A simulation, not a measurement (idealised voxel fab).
This is a process module. Its name is voxel transistor to metal.
Section shown: cut. Width: 180 nm. Cell size: 5 nm, square.
Cross-section format: a grid of square cells, given as bands from top to bottom; each band is one or more rows of cells.
Look at the band entry: it leads with the top's height and the bottom's height in nm. Then it lists the materials left to right, with a width in nm for each. The word "all across" on a single material says that material fills the band edge to edge. The word "blank" is empty space.
Heads up on the height convention: 0 is the point under which the incoming wafer is all one material, and the lowest band has no bottom, it just keeps going down, like "0 down".
With a width like "30->40", each row of cells in the band differs from the next by the same amount, the top row carrying the first number and the bottom row the second.
"no change" means the step left every cell of the cross-section as it was.
Each empty space that has no open way to the top and spans at least 8 cells appears under "Sealed void inventory" as width x height at distance, the distance counted from the left edge, all in nm.
Note: text after step settings on the step line = simulator remark on that step.
overlay nm: where the mask lay relative to plan, measured to the right, on steps with a mask; negatives go left.
From here on the document is pairs. In a pair, the cross-section before one process step comes with the cross-section after it, and the latter goes no deeper than the lowest band that changed. What lies in between, the step and its settings, is written under the pair. A pair may be from a different run of this module on the same starting wafer than the pair above it, so it continues from that pair only where its entry headed "Pre-step cross-section" says so.
# Pre-step cross-section
- 50 to 40: 65 nm blank, 50 nm SiN, 65 nm blank
- 40 to 25: 65 nm blank, 10 nm SiN, 5 nm SiO2, 20 nm SiCN, 5 nm SiO2, 10 nm SiN, 65 nm blank
- 25 to 5: 65 nm blank, 10 nm SiN, 5 nm SiO2, 20 nm polySi, 5 nm SiO2, 10 nm SiN, 65 nm blank
- 5 to -5: 75 nm SiN, 5 nm SiO2, 20 nm polySi, 5 nm SiO2, 75 nm SiN
- -5 to -10: SiO2 all across
- -10 to -35: 50 nm SiO2, 100 nm Si, 30 nm SiO2
- -35 down: Si all across
- Sealed void inventory: none
# Sectional View, Post-Process
- 40 to 25: 65 nm blank, 10 nm SiN, 5 nm SiO2, 20 nm SiCN, 5 nm SiO2, 10 nm SiN, 65 nm blank
- 25 to -5: 65 nm blank, 10 nm SiN, 5 nm SiO2, 20 nm polySi, 5 nm SiO2, 10 nm SiN, 65 nm blank
- At heights below -5, the structure remains unaltered.
- Sealed void inventory: none
Q: step between the cross-sections above? A: op DIRECTIONAL_ETCH | etch materials SiN | depth nm 10
Pre-step cross-section: see the after view in the pair directly above.
# Sectional View, Post-Process
- 40 to 35: 65 nm blank, 10 nm SiN, 5 nm blank, 20 nm SiCN, 5 nm blank, 10 nm SiN, 65 nm blank
- 35 to 25: 65 nm blank, 10 nm SiN, 5 nm SiO2, 20 nm SiCN, 5 nm SiO2, 10 nm SiN, 65 nm blank
- 25 to -5: 65 nm blank, 10 nm SiN, 5 nm SiO2, 20 nm polySi, 5 nm SiO2, 10 nm SiN, 65 nm blank
- -5 to -10: 65 nm blank, 50 nm SiO2, 65 nm blank
- At heights below -10, the structure remains unaltered.
- Sealed void inventory: none
Q: step between the cross-sections above? A: op DIRECTIONAL_ETCH | etch materials SiO2 | depth nm 5
Pre-step cross-section: see the after view in the pair directly above.
# Sectional View, Post-Process
- 40 to 35: 65 nm blank, 10 nm SiN, 5 nm blank, 20 nm SiCN, 5 nm blank, 10 nm SiN, 65 nm blank
- 35 to 25: 65 nm blank, 10 nm SiN, 5 nm SiO2, 20 nm SiCN, 5 nm SiO2, 10 nm SiN, 65 nm blank
- 25 to -5: 65 nm blank, 10 nm SiN, 5 nm SiO2, 20 nm polySi, 5 nm SiO2, 10 nm SiN, 65 nm blank
- -5 to -10: 45 nm blank, 20 nm SiGe, 50 nm SiO2, 40 nm SiGe, 25 nm blank
- At heights below -10, the structure remains unaltered.
- Sealed void inventory: none
Q: step between the cross-sections above? A: op EPI | material SiGe | thk nm 5
Pre-step cross-section: see the after view in the pair directly above.
# Sectional View, Post-Process
- 50 to 40: SiO2 all across
- 40 to 25: 65 nm SiO2, 10 nm SiN, 5 nm SiO2, 20 nm SiCN, 5 nm SiO2, 10 nm SiN, 65 nm SiO2
- 25 to -5: 65 nm SiO2, 10 nm SiN, 5 nm SiO2, 20 nm polySi, 5 nm SiO2, 10 nm SiN, 65 nm SiO2
- -5 to -10: 45 nm SiO2, 20 nm SiGe, 50 nm SiO2, 40 nm SiGe, 25 nm SiO2
- At heights below -10, the structure remains unaltered.
- Sealed void inventory: none
Q: step between the cross-sections above? A: op FILL_DEP | material SiO2 | thk nm 10
Pre-step cross-section: see the after view in the pair directly above.
# Sectional View, Post-Process
- 40 to 25: 65 nm SiO2, 10 nm SiN, 5 nm SiO2, 20 nm SiCN, 5 nm SiO2, 10 nm SiN, 65 nm SiO2
- At heights below 25, the structure remains unaltered.
- Sealed void inventory: none
Q: step between the cross-sections above? A: op CMP | height nm 40
Pre-step cross-section: see the after view in the pair directly above.
# Sectional View, Post-Process
- 55 to 40: SiO2 all across
- At heights below 40, the structure remains unaltered.
- Sealed void inventory: none
Q: step between the cross-sections above? A: op DIRECTIONAL_DEP | material SiO2 | thk nm 15
Pre-step cross-section: see the after view in the pair directly above.
# Sectional View, Post-Process
- 55 to 40: 45 nm SiO2, 30 nm blank, 30 nm SiO2, 30 nm blank, 45 nm SiO2
- 40 to 25: 45 nm SiO2, 20 nm blank, 10 nm SiN, 5 nm SiO2, 20 nm SiCN, 5 nm SiO2, 10 nm SiN, 20 nm blank, 45 nm SiO2
- 25 to -5: 45 nm SiO2, 20 nm blank, 10 nm SiN, 5 nm SiO2, 20 nm polySi, 5 nm SiO2, 10 nm SiN, 20 nm blank, 45 nm SiO2
- At heights below -5, the structure remains unaltered.
- Sealed void inventory: none
Q: step between the cross-sections above? A: op MASKED_ETCH | tone open | mask id CONTACT | width nm 30 | pitch nm 60 | etch materials SiO2 | depth nm 60 | overlay nm 0
Pre-step cross-section: see the after view in the pair directly above.
# Sectional View, Post-Process
- 60 to 55: 50 nm TiN, 20 nm blank, 40 nm TiN, 20 nm blank, 50 nm TiN
- 55 to 45: 45 nm SiO2, 5 nm TiN, 20 nm blank, 5 nm TiN, 30 nm SiO2, 5 nm TiN, 20 nm blank, 5 nm TiN, 45 nm SiO2
- 45 to 40: 45 nm SiO2, 5 nm TiN, 10 nm blank, 15 nm TiN, 30 nm SiO2, 15 nm TiN, 10 nm blank, 5 nm TiN, 45 nm SiO2
- 40 to 25: 45 nm SiO2, 5 nm TiN, 10 nm blank, 5 nm TiN, 10 nm SiN, 5 nm SiO2, 20 nm SiCN, 5 nm SiO2, 10 nm SiN, 5 nm TiN, 10 nm blank, 5 nm TiN, 45 nm SiO2
- 25 to 0: 45 nm SiO2, 5 nm TiN, 10 nm blank, 5 nm TiN, 10 nm SiN, 5 nm SiO2, 20 nm polySi, 5 nm SiO2, 10 nm SiN, 5 nm TiN, 10 nm blank, 5 nm TiN, 45 nm SiO2
- 0 to -5: 45 nm SiO2, 20 nm TiN, 10 nm SiN, 5 nm SiO2, 20 nm polySi, 5 nm SiO2, 10 nm SiN, 20 nm TiN, 45 nm SiO2
- At heights below -5, the structure remains unaltered.
- Sealed void inventory: none
Q: step between the cross-sections above? A: op CONFORMAL_DEP | material TiN | thk nm 5
Pre-step cross-section: see the after view in the pair directly above.
# Sectional View, Post-Process
- 70 to 60: W all across
- 60 to 55: 50 nm TiN, 20 nm W, 40 nm TiN, 20 nm W, 50 nm TiN
- 55 to 45: 45 nm SiO2, 5 nm TiN, 20 nm W, 5 nm TiN, 30 nm SiO2, 5 nm TiN, 20 nm W, 5 nm TiN, 45 nm SiO2
- 45 to 40: 45 nm SiO2, 5 nm TiN, 10 nm W, 15 nm TiN, 30 nm SiO2, 15 nm TiN, 10 nm W, 5 nm TiN, 45 nm SiO2
- 40 to 25: 45 nm SiO2, 5 nm TiN, 10 nm W, 5 nm TiN, 10 nm SiN, 5 nm SiO2, 20 nm SiCN, 5 nm SiO2, 10 nm SiN, 5 nm TiN, 10 nm W, 5 nm TiN, 45 nm SiO2
- 25 to 0: 45 nm SiO2, 5 nm TiN, 10 nm W, 5 nm TiN, 10 nm SiN, 5 nm SiO2, 20 nm polySi, 5 nm SiO2, 10 nm SiN, 5 nm TiN, 10 nm W, 5 nm TiN, 45 nm SiO2
- At heights below 0, the structure remains unaltered.
- Sealed void inventory: none
Q: step between the cross-sections above? A: op FILL_DEP | material W | thk nm 10
Pre-step cross-section: see the after view in the pair directly above.
# Sectional View, Post-Process
- 55 to 45: 45 nm SiO2, 5 nm TiN, 20 nm W, 5 nm TiN, 30 nm SiO2, 5 nm TiN, 20 nm W, 5 nm TiN, 45 nm SiO2
- At heights below 45, the structure remains unaltered.
- Sealed void inventory: none
Q: step between the cross-sections above? A: op CMP | height nm 55
Pre-step cross-section: see the after view in the pair directly above.
# Sectional View, Post-Process
- 60 to 55: SiCN all across
- At heights below 55, the structure remains unaltered.
- Sealed void inventory: none
Q: step between the cross-sections above? A: op CONFORMAL_DEP | material SiCN | thk nm 5
Pre-step cross-section: see the after view in the pair directly above.
# Sectional View, Post-Process
- 80 to 60: lowk all across
- At heights below 60, the structure remains unaltered.
- Sealed void inventory: none
Q: step between the cross-sections above? A: op DIRECTIONAL_DEP | material lowk | thk nm 20
Pre-step cross-section: see the after view in the pair directly above.
# Sectional View, Post-Process
- 80 to 60: 45 nm lowk, 15 nm blank, 60 nm lowk, 15 nm blank, 45 nm lowk
- At heights below 60, the structure remains unaltered.
- Sealed void inventory: none
Q: step between the cross-sections above? A: op MASKED_ETCH | tone open | mask id METAL_1 | width nm 15 | pitch nm 75 | etch materials lowk | depth nm 20 | overlay nm 0
Pre-step cross-section: see the after view in the pair directly above.
# Sectional View, Post-Process
- 80 to 60: 45 nm lowk, 15 nm blank, 60 nm lowk, 15 nm blank, 45 nm lowk
- 60 to 55: 45 nm SiCN, 15 nm blank, 60 nm SiCN, 15 nm blank, 45 nm SiCN
- At heights below 55, the structure remains unaltered.
- Sealed void inventory: none
Q: step between the cross-sections above? A: op MASKED_ETCH | tone open | mask id METAL_1 | width nm 15 | pitch nm 75 | etch materials SiCN | depth nm 5 | overlay nm 0
Pre-step cross-section: see the after view in the pair directly above.
# Sectional View, Post-Process
- 85 to 80: 50 nm TiN, 5 nm blank, 70 nm TiN, 5 nm blank, 50 nm TiN
- 80 to 60: 45 nm lowk, 5 nm TiN, 5 nm blank, 5 nm TiN, 60 nm lowk, 5 nm TiN, 5 nm blank, 5 nm TiN, 45 nm lowk
- 60 to 55: 45 nm SiCN, 15 nm TiN, 60 nm SiCN, 15 nm TiN, 45 nm SiCN
- At heights below 55, the structure remains unaltered.
- Sealed void inventory: none
Q: step between the cross-sections above? A: op CONFORMAL_DEP | material TiN | thk nm 5
Pre-step cross-section: see the after view in the pair directly above.
# Sectional View, Post-Process
- 90 to 85: Cu all across
- 85 to 80: 50 nm TiN, 5 nm Cu, 70 nm TiN, 5 nm Cu, 50 nm TiN
- 80 to 60: 45 nm lowk, 5 nm TiN, 5 nm Cu, 5 nm TiN, 60 nm lowk, 5 nm TiN, 5 nm Cu, 5 nm TiN, 45 nm lowk
- At heights below 60, the structure remains unaltered.
- Sealed void inventory: none
Q: step between the cross-sections above? A: op FILL_DEP | material Cu | thk nm 5
Pre-step cross-section: see the after view in the pair directly above.
# Sectional View, Post-Process
- 80 to 60: 45 nm lowk, 5 nm TiN, 5 nm Cu, 5 nm TiN, 60 nm lowk, 5 nm TiN, 5 nm Cu, 5 nm TiN, 45 nm lowk
- At heights below 60, the structure remains unaltered.
- Sealed void inventory: none
Q: step between the cross-sections above? A: op CMP | height nm 80
Pre-step cross-section: see the after view in the pair directly above.
# Sectional View, Post-Process
- 85 to 80: 40 nm blank, 25 nm Ru, 50 nm blank, 25 nm Ru, 40 nm blank
- At heights below 80, the structure remains unaltered.
- Sealed void inventory: none
Q: step between the cross-sections above? A: op EPI | material Ru | thk nm 5
Pre-step cross-section: see the after view in the pair directly above.
# Sectional View, Post-Process
- 90 to 85: SiCN all across
- 85 to 80: 40 nm SiCN, 25 nm Ru, 50 nm SiCN, 25 nm Ru, 40 nm SiCN
- At heights below 80, the structure remains unaltered.
- Sealed void inventory: none
Q: step between the cross-sections above? A: op FILL_DEP | material SiCN | thk nm 5
Pre-step cross-section: see the after view in the pair directly above.
# Sectional View, Post-Process
- 120 to 90: lowk all across
- At heights below 90, the structure remains unaltered.
- Sealed void inventory: none
Q: step between the cross-sections above? A: op DIRECTIONAL_DEP | material lowk | thk nm 30
Pre-step cross-section: see the after view in the pair directly above.
# Sectional View, Post-Process
- 120 to 105: 45 nm lowk, 15 nm blank, 60 nm lowk, 15 nm blank, 45 nm lowk
- At heights below 105, the structure remains unaltered.
- Sealed void inventory: none
Q: step between the cross-sections above? A: op MASKED_ETCH | tone open | mask id METAL_2 | width nm 15 | pitch nm 75 | etch materials lowk | depth nm 15 | overlay nm 0
Pre-step cross-section: see the after view in the pair directly above.
# Sectional View, Post-Process
- 140 to 120: 45 nm resist, 15 nm blank, 60 nm resist, 15 nm blank, 45 nm resist
- At heights below 120, the structure remains unaltered.
- Sealed void inventory: none
Q: step between the cross-sections above? A: op PATTERN | tone open | mask id METAL_2_HOLES | material resist | width nm 15 | pitch nm 75 | thk nm 20 | overlay nm 0
Pre-step cross-section: see the after view in the pair directly above.
# Sectional View, Post-Process
- 140 to 120: 45 nm resist, 15 nm blank, 60 nm resist, 15 nm blank, 45 nm resist
- 120 to 90: 45 nm lowk, 15 nm blank, 60 nm lowk, 15 nm blank, 45 nm lowk
- At heights below 90, the structure remains unaltered.
- Sealed void inventory: none
Q: step between the cross-sections above? A: op DIRECTIONAL_ETCH | etch materials lowk | depth nm 15
Pre-step cross-section: see the after view in the pair directly above.
# Sectional View, Post-Process
- 140 to 120: 45 nm resist, 15 nm blank, 60 nm resist, 15 nm blank, 45 nm resist
- 120 to 90: 45 nm lowk, 15 nm blank, 60 nm lowk, 15 nm blank, 45 nm lowk
- 90 to 85: 45 nm SiCN, 15 nm blank, 60 nm SiCN, 15 nm blank, 45 nm SiCN
- At heights below 85, the structure remains unaltered.
- Sealed void inventory: none
Q: step between the cross-sections above? A: op DIRECTIONAL_ETCH | etch materials SiCN | depth nm 5
Pre-step cross-section: see the after view in the pair directly above.
# Sectional View, Post-Process
- 120 to 90: 45 nm lowk, 15 nm blank, 60 nm lowk, 15 nm blank, 45 nm lowk
- At heights below 90, the structure remains unaltered.
- Sealed void inventory: none
Q: step between the cross-sections above? A: op STRIP | etch materials resist
Pre-step cross-section: see the after view in the pair directly above.
# Sectional View, Post-Process
- 125 to 120: 50 nm TiN, 5 nm blank, 70 nm TiN, 5 nm blank, 50 nm TiN
- 120 to 90: 45 nm lowk, 5 nm TiN, 5 nm blank, 5 nm TiN, 60 nm lowk, 5 nm TiN, 5 nm blank, 5 nm TiN, 45 nm lowk
- 90 to 85: 45 nm SiCN, 15 nm TiN, 60 nm SiCN, 15 nm TiN, 45 nm SiCN
- At heights below 85, the structure remains unaltered.
- Sealed void inventory: none
Q: step between the cross-sections above? A: op CONFORMAL_DEP | material TiN | thk nm 5
Pre-step cross-section: see the after view in the pair directly above.
# Sectional View, Post-Process
- 135 to 125: Cu all across
- 125 to 120: 50 nm TiN, 5 nm Cu, 70 nm TiN, 5 nm Cu, 50 nm TiN
- 120 to 90: 45 nm lowk, 5 nm TiN, 5 nm Cu, 5 nm TiN, 60 nm lowk, 5 nm TiN, 5 nm Cu, 5 nm TiN, 45 nm lowk
- At heights below 90, the structure remains unaltered.
- Sealed void inventory: none
Q: step between the cross-sections above? A: op FILL_DEP | material Cu | thk nm 10
Pre-step cross-section: see the after view in the pair directly above.
# Sectional View, Post-Process
- 120 to 90: 45 nm lowk, 5 nm TiN, 5 nm Cu, 5 nm TiN, 60 nm lowk, 5 nm TiN, 5 nm Cu, 5 nm TiN, 45 nm lowk
- At heights below 90, the structure remains unaltered.
- Sealed void inventory: none
Q: step between the cross-sections above? A: op CMP | height nm 120
Pre-step cross-section: see the after view in the pair directly above.
# Sectional View, Post-Process
- 125 to 120: SiCN all across
- At heights below 120, the structure remains unaltered.
- Sealed void inventory: none
Q: step between the cross-sections above? A: op CONFORMAL_DEP | material SiCN | thk nm 5
# Pre-step cross-section
- 60 to 55: 50 nm TiN, 20 nm blank, 40 nm TiN, 20 nm blank, 50 nm TiN
- 55 to 45: 45 nm SiO2, 5 nm TiN, 20 nm blank, 5 nm TiN, 30 nm SiO2, 5 nm TiN, 20 nm blank, 5 nm TiN, 45 nm SiO2
- 45 to 40: 45 nm SiO2, 5 nm TiN, 10 nm blank, 15 nm TiN, 30 nm SiO2, 15 nm TiN, 10 nm blank, 5 nm TiN, 45 nm SiO2
- 40 to 25: 45 nm SiO2, 5 nm TiN, 10 nm blank, 5 nm TiN, 10 nm SiN, 5 nm SiO2, 20 nm SiCN, 5 nm SiO2, 10 nm SiN, 5 nm TiN, 10 nm blank, 5 nm TiN, 45 nm SiO2
- 25 to 0: 45 nm SiO2, 5 nm TiN, 10 nm blank, 5 nm TiN, 10 nm SiN, 5 nm SiO2, 20 nm polySi, 5 nm SiO2, 10 nm SiN, 5 nm TiN, 10 nm blank, 5 nm TiN, 45 nm SiO2
- 0 to -5: 45 nm SiO2, 20 nm TiN, 10 nm SiN, 5 nm SiO2, 20 nm polySi, 5 nm SiO2, 10 nm SiN, 20 nm TiN, 45 nm SiO2
- -5 to -10: 35 nm SiO2, 30 nm SiGe, 50 nm SiO2, 30 nm SiGe, 35 nm SiO2
- -10 to -35: 40 nm SiO2, 100 nm Si, 40 nm SiO2
- -35 down: Si all across
- Sealed void inventory: none
# Sectional View, Post-Process
- 70 to 60: lowk all across
- 60 to 55: 50 nm TiN, 20 nm lowk, 40 nm TiN, 20 nm lowk, 50 nm TiN
- 55 to 45: 45 nm SiO2, 5 nm TiN, 20 nm lowk, 5 nm TiN, 30 nm SiO2, 5 nm TiN, 20 nm lowk, 5 nm TiN, 45 nm SiO2
- 45 to 40: 45 nm SiO2, 5 nm TiN, 10 nm lowk, 15 nm TiN, 30 nm SiO2, 15 nm TiN, 10 nm lowk, 5 nm TiN, 45 nm SiO2
- 40 to 25: 45 nm SiO2, 5 nm TiN, 10 nm lowk, 5 nm TiN, 10 nm SiN, 5 nm SiO2, 20 nm SiCN, 5 nm SiO2, 10 nm SiN, 5 nm TiN, 10 nm lowk, 5 nm TiN, 45 nm SiO2
- 25 to 0: 45 nm SiO2, 5 nm TiN, 10 nm lowk, 5 nm TiN, 10 nm SiN, 5 nm SiO2, 20 nm polySi, 5 nm SiO2, 10 nm SiN, 5 nm TiN, 10 nm lowk, 5 nm TiN, 45 nm SiO2
- At heights below 0, the structure remains unaltered.
- Sealed void inventory: none
Q: step between the cross-sections above? A: op FILL_DEP | material lowk | thk nm 10
Pre-step cross-section: see the after view in the pair directly above.
# Sectional View, Post-Process
- 55 to 45: 45 nm SiO2, 5 nm TiN, 20 nm lowk, 5 nm TiN, 30 nm SiO2, 5 nm TiN, 20 nm lowk, 5 nm TiN, 45 nm SiO2
- At heights below 45, the structure remains unaltered.
- Sealed void inventory: none
Q: step between the cross-sections above? A: op CMP | height nm 55
Pre-step cross-section: see the after view in the pair directly above.
# Sectional View, Post-Process
- 60 to 55: SiCN all across
- At heights below 55, the structure remains unaltered.
- Sealed void inventory: none
Q: step between the cross-sections above? A: op CONFORMAL_DEP | material SiCN | thk nm 5
Pre-step cross-section: see the after view in the pair directly above.
# Sectional View, Post-Process
- 80 to 60: lowk all across
- At heights below 60, the structure remains unaltered.
- Sealed void inventory: none
Q: step between the cross-sections above? A: op DIRECTIONAL_DEP | material lowk | thk nm 20
Pre-step cross-section: see the after view in the pair directly above.
# Sectional View, Post-Process
- 80 to 60: 45 nm lowk, 15 nm blank, 60 nm lowk, 15 nm blank, 45 nm lowk
- At heights below 60, the structure remains unaltered.
- Sealed void inventory: none
Q: step between the cross-sections above? A: op MASKED_ETCH | tone open | mask id METAL_1 | width nm 15 | pitch nm 75 | etch materials lowk | depth nm 20 | overlay nm 0
Pre-step cross-section: see the after view in the pair directly above.
# Sectional View, Post-Process
- 80 to 60: 45 nm lowk, 15 nm blank, 60 nm lowk, 15 nm blank, 45 nm lowk
- 60 to 55: 45 nm SiCN, 15 nm blank, 60 nm SiCN, 15 nm blank, 45 nm SiCN
- At heights below 55, the structure remains unaltered.
- Sealed void inventory: none
Q: step between the cross-sections above? A: op MASKED_ETCH | tone open | mask id METAL_1 | width nm 15 | pitch nm 75 | etch materials SiCN | depth nm 5 | overlay nm 0
Pre-step cross-section: see the after view in the pair directly above.
# Sectional View, Post-Process
- 85 to 80: 50 nm TiN, 5 nm blank, 70 nm TiN, 5 nm blank, 50 nm TiN
- 80 to 60: 45 nm lowk, 5 nm TiN, 5 nm blank, 5 nm TiN, 60 nm lowk, 5 nm TiN, 5 nm blank, 5 nm TiN, 45 nm lowk
- 60 to 55: 45 nm SiCN, 15 nm TiN, 60 nm SiCN, 15 nm TiN, 45 nm SiCN
- At heights below 55, the structure remains unaltered.
- Sealed void inventory: none
Q: step between the cross-sections above? A: op CONFORMAL_DEP | material TiN | thk nm 5
Pre-step cross-section: see the after view in the pair directly above.
# Sectional View, Post-Process
- 90 to 85: Cu all across
- 85 to 80: 50 nm TiN, 5 nm Cu, 70 nm TiN, 5 nm Cu, 50 nm TiN
- 80 to 60: 45 nm lowk, 5 nm TiN, 5 nm Cu, 5 nm TiN, 60 nm lowk, 5 nm TiN, 5 nm Cu, 5 nm TiN, 45 nm lowk
- At heights below 60, the structure remains unaltered.
- Sealed void inventory: none
Q: step between the cross-sections above? A: op FILL_DEP | material Cu | thk nm 5
Pre-step cross-section: see the after view in the pair directly above.
# Sectional View, Post-Process
- 80 to 60: 45 nm lowk, 5 nm TiN, 5 nm Cu, 5 nm TiN, 60 nm lowk, 5 nm TiN, 5 nm Cu, 5 nm TiN, 45 nm lowk
- At heights below 60, the structure remains unaltered.
- Sealed void inventory: none
Q: step between the cross-sections above? A: op CMP | height nm 80
Pre-step cross-section: see the after view in the pair directly above.
# Sectional View, Post-Process
- 85 to 80: 40 nm blank, 25 nm Ru, 50 nm blank, 25 nm Ru, 40 nm blank
- At heights below 80, the structure remains unaltered.
- Sealed void inventory: none
Q: step between the cross-sections above? A: op EPI | material Ru | thk nm 5
Pre-step cross-section: see the after view in the pair directly above.
# Sectional View, Post-Process
- 90 to 85: SiCN all across
- 85 to 80: 40 nm SiCN, 25 nm Ru, 50 nm SiCN, 25 nm Ru, 40 nm SiCN
- At heights below 80, the structure remains unaltered.
- Sealed void inventory: none
Q: step between the cross-sections above? A: op FILL_DEP | material SiCN | thk nm 5
Pre-step cross-section: see the after view in the pair directly above.
# Sectional View, Post-Process
- 120 to 90: lowk all across
- At heights below 90, the structure remains unaltered.
- Sealed void inventory: none
Q: step between the cross-sections above? A: op DIRECTIONAL_DEP | material lowk | thk nm 30
Pre-step cross-section: see the after view in the pair directly above.
# Sectional View, Post-Process
- 120 to 105: 45 nm lowk, 15 nm blank, 60 nm lowk, 15 nm blank, 45 nm lowk
- At heights below 105, the structure remains unaltered.
- Sealed void inventory: none
Q: step between the cross-sections above? A: op MASKED_ETCH | tone open | mask id METAL_2 | width nm 15 | pitch nm 75 | etch materials lowk | depth nm 15 | overlay nm 0
Pre-step cross-section: see the after view in the pair directly above.
# Sectional View, Post-Process
- 140 to 120: 45 nm resist, 15 nm blank, 60 nm resist, 15 nm blank, 45 nm resist
- At heights below 120, the structure remains unaltered.
- Sealed void inventory: none
Q: step between the cross-sections above? A: op PATTERN | tone open | mask id METAL_2_HOLES | material resist | width nm 15 | pitch nm 75 | thk nm 20 | overlay nm 0
Pre-step cross-section: see the after view in the pair directly above.
# Sectional View, Post-Process
- 140 to 120: 45 nm resist, 15 nm blank, 60 nm resist, 15 nm blank, 45 nm resist
- 120 to 90: 45 nm lowk, 15 nm blank, 60 nm lowk, 15 nm blank, 45 nm lowk
- At heights below 90, the structure remains unaltered.
- Sealed void inventory: none
Q: step between the cross-sections above? A: op DIRECTIONAL_ETCH | etch materials lowk | depth nm 15
Pre-step cross-section: see the after view in the pair directly above.
# Sectional View, Post-Process
- 140 to 120: 45 nm resist, 15 nm blank, 60 nm resist, 15 nm blank, 45 nm resist
- 120 to 90: 45 nm lowk, 15 nm blank, 60 nm lowk, 15 nm blank, 45 nm lowk
- 90 to 85: 45 nm SiCN, 15 nm blank, 60 nm SiCN, 15 nm blank, 45 nm SiCN
- At heights below 85, the structure remains unaltered.
- Sealed void inventory: none
Q: step between the cross-sections above? A: op DIRECTIONAL_ETCH | etch materials SiCN | depth nm 5
Pre-step cross-section: see the after view in the pair directly above.
# Sectional View, Post-Process
- 120 to 90: 45 nm lowk, 15 nm blank, 60 nm lowk, 15 nm blank, 45 nm lowk
- At heights below 90, the structure remains unaltered.
- Sealed void inventory: none
Q: step between the cross-sections above? A: op STRIP | etch materials resist
Pre-step cross-section: see the after view in the pair directly above.
# Sectional View, Post-Process
- 125 to 120: 50 nm TiN, 5 nm blank, 70 nm TiN, 5 nm blank, 50 nm TiN
- 120 to 90: 45 nm lowk, 5 nm TiN, 5 nm blank, 5 nm TiN, 60 nm lowk, 5 nm TiN, 5 nm blank, 5 nm TiN, 45 nm lowk
- 90 to 85: 45 nm SiCN, 15 nm TiN, 60 nm SiCN, 15 nm TiN, 45 nm SiCN
- At heights below 85, the structure remains unaltered.
- Sealed void inventory: none
Q: step between the cross-sections above? A: op CONFORMAL_DEP | material TiN | thk nm 5
Pre-step cross-section: see the after view in the pair directly above.
# Sectional View, Post-Process
- 135 to 125: Cu all across
- 125 to 120: 50 nm TiN, 5 nm Cu, 70 nm TiN, 5 nm Cu, 50 nm TiN
- 120 to 90: 45 nm lowk, 5 nm TiN, 5 nm Cu, 5 nm TiN, 60 nm lowk, 5 nm TiN, 5 nm Cu, 5 nm TiN, 45 nm lowk
- At heights below 90, the structure remains unaltered.
- Sealed void inventory: none
Q: step between the cross-sections above? A: op FILL_DEP | material Cu | thk nm 10
Pre-step cross-section: see the after view in the pair directly above.
# Sectional View, Post-Process
- 120 to 90: 45 nm lowk, 5 nm TiN, 5 nm Cu, 5 nm TiN, 60 nm lowk, 5 nm TiN, 5 nm Cu, 5 nm TiN, 45 nm lowk
- At heights below 90, the structure remains unaltered.
- Sealed void inventory: none
Q: step between the cross-sections above? A: op CMP | height nm 120
Pre-step cross-section: see the after view in the pair directly above.
# Sectional View, Post-Process
- 125 to 120: SiCN all across
- At heights below 120, the structure remains unaltered.
- Sealed void inventory: none
Q: step between the cross-sections above? A: op CONFORMAL_DEP | material SiCN | thk nm 5
# Pre-step cross-section
- 80 to 60: lowk all across
- 60 to 55: SiCN all across
- 55 to 45: 45 nm SiO2, 5 nm TiN, 20 nm W, 5 nm TiN, 30 nm SiO2, 5 nm TiN, 20 nm W, 5 nm TiN, 45 nm SiO2
- 45 to 40: 45 nm SiO2, 5 nm TiN, 10 nm W, 15 nm TiN, 30 nm SiO2, 15 nm TiN, 10 nm W, 5 nm TiN, 45 nm SiO2
- 40 to 25: 45 nm SiO2, 5 nm TiN, 10 nm W, 5 nm TiN, 10 nm SiN, 5 nm SiO2, 20 nm SiCN, 5 nm SiO2, 10 nm SiN, 5 nm TiN, 10 nm W, 5 nm TiN, 45 nm SiO2
- 25 to 0: 45 nm SiO2, 5 nm TiN, 10 nm W, 5 nm TiN, 10 nm SiN, 5 nm SiO2, 20 nm polySi, 5 nm SiO2, 10 nm SiN, 5 nm TiN, 10 nm W, 5 nm TiN, 45 nm SiO2
- 0 to -5: 45 nm SiO2, 20 nm TiN, 10 nm SiN, 5 nm SiO2, 20 nm polySi, 5 nm SiO2, 10 nm SiN, 20 nm TiN, 45 nm SiO2
- -5 to -10: 35 nm SiO2, 30 nm SiGe, 50 nm SiO2, 30 nm SiGe, 35 nm SiO2
- -10 to -35: 40 nm SiO2, 100 nm Si, 40 nm SiO2
- -35 down: Si all across
- Sealed void inventory: none
# Sectional View, Post-Process
- 80 to 60: 45 nm blank, 15 nm lowk, 60 nm blank, 15 nm lowk, 45 nm blank
- At heights below 60, the structure remains unaltered.
- Sealed void inventory: none
Q: step between the cross-sections above? A: op MASKED_ETCH | tone cover | mask id METAL_1 | width nm 15 | pitch nm 75 | etch materials lowk | depth nm 20 | overlay nm 0
Pre-step cross-section: see the after view in the pair directly above.
# Sectional View, Post-Process
- 85 to 80: 40 nm blank, 25 nm TiN, 50 nm blank, 25 nm TiN, 40 nm blank
- 80 to 65: 40 nm blank, 5 nm TiN, 15 nm lowk, 5 nm TiN, 50 nm blank, 5 nm TiN, 15 nm lowk, 5 nm TiN, 40 nm blank
- 65 to 60: 45 nm TiN, 15 nm lowk, 60 nm TiN, 15 nm lowk, 45 nm TiN
- At heights below 60, the structure remains unaltered.
- Sealed void inventory: none
Q: step between the cross-sections above? A: op CONFORMAL_DEP | material TiN | thk nm 5
Pre-step cross-section: see the after view in the pair directly above.
# Sectional View, Post-Process
- 90 to 85: Cu all across
- 85 to 80: 40 nm Cu, 25 nm TiN, 50 nm Cu, 25 nm TiN, 40 nm Cu
- 80 to 65: 40 nm Cu, 5 nm TiN, 15 nm lowk, 5 nm TiN, 50 nm Cu, 5 nm TiN, 15 nm lowk, 5 nm TiN, 40 nm Cu
- At heights below 65, the structure remains unaltered.
- Sealed void inventory: none
Q: step between the cross-sections above? A: op FILL_DEP | material Cu | thk nm 5
Pre-step cross-section: see the after view in the pair directly above.
# Sectional View, Post-Process
- 80 to 65: 40 nm Cu, 5 nm TiN, 15 nm lowk, 5 nm TiN, 50 nm Cu, 5 nm TiN, 15 nm lowk, 5 nm TiN, 40 nm Cu
- At heights below 65, the structure remains unaltered.
- Sealed void inventory: none
Q: step between the cross-sections above? A: op CMP | height nm 80
Pre-step cross-section: see the after view in the pair directly above.
# Sectional View, Post-Process
- 85 to 80: 50 nm Ru, 5 nm blank, 70 nm Ru, 5 nm blank, 50 nm Ru
- At heights below 80, the structure remains unaltered.
- Sealed void inventory: none
Q: step between the cross-sections above? A: op EPI | material Ru | thk nm 5
Pre-step cross-section: see the after view in the pair directly above.
# Sectional View, Post-Process
- 90 to 85: SiCN all across
- 85 to 80: 50 nm Ru, 5 nm SiCN, 70 nm Ru, 5 nm SiCN, 50 nm Ru
- At heights below 80, the structure remains unaltered.
- Sealed void inventory: none
Q: step between the cross-sections above? A: op FILL_DEP | material SiCN | thk nm 5
